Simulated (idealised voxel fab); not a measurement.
Process module name: voxel released beams
cross-section cut | 140 nm wide | cells 5 nm
Cross-section layout: square cells on a grid; listed as bands, top to bottom; a band spans one or more cell rows.
For a band, the entry starts with two heights in nm, that of the top and then that of the bottom, and carries on with the band's materials in order from left to right, each alongside its width in nm; the word "edge to edge" beside a single material means it fills the band edge to edge, and "blank" means empty space.
Measure heights from 0. That's the level where, below it, the as-received wafer is all one material. The lowest band is bottomless and extends downward; write it as in "0 nm and below".
You'd read "30 to 40" like this: the band's top row of cells is as wide as the first number, its bottom row is as wide as the second, and going down, every row changes width by the same amount as the row before did.
Take "stayed the same" at face value: in the step it is given for, the cross-section changed in none of its cells.
Voids not open to the top, 8 cells minimum: see "Closed void listing". Written width x height at distance; distance is from the left edge; nm.
Past the settings on a step's line: simulator remark, on that step.
overlay nm: mask offset rightward from planned place, masked step; negative means leftward offset.
THE PLANNED PROCESS STEPS ARE ENUMERATED HEREUNDER
- 1: RECEIVE | material Si
- 2: CONFORMAL_DEP | material Al2O3 | thk nm 5
- 3: DIRECTIONAL_DEP | material SiO2 | thk nm 15
- 4: PATTERN | tone open | mask id ANCHOR | material resist | width nm 30 | thk nm 15 | overlay nm 0
- 5: DIRECTIONAL_ETCH | etch materials SiO2 | depth nm 15
- 6: STRIP | etch materials resist
- 7: CONFORMAL_DEP | material W | thk nm 10
- 8: MASKED_ETCH | tone cover | mask id BEAM | width nm 85 | etch materials W | depth nm 10 | overlay nm 0
- 9: STRIP | etch materials SiO2
CROSS-SECTION OF THE INCOMING WAFER, STATE AFTER STEP 1
    0 nm and below | Si edge to edge
    Closed void listing: none
FIGURE: CROSS-SECTIONAL VIEW OF THE WAFER UPON COMPLETION OF THE MODULE, PROCESSED FROM THE INITIAL STATE AND ACCORDING TO THE PLAN DEPICTED ABOVE, WITH ONE ERROR INTRODUCED DURING EXECUTION
    25 nm to 15 nm | blank (25), then W (15), then blank (10), then W (60), then blank (30)
    15 nm to 5 nm | blank (30), then W (30), then blank (80)
    5 nm to 0 nm | Al2O3 edge to edge
    0 nm and below | Si edge to edge
    Closed void listing: none
Nonconformance to the process plan: step 3 deviated from plan and actually ran as DIRECTIONAL_DEP | material SiO2 | thk nm 10
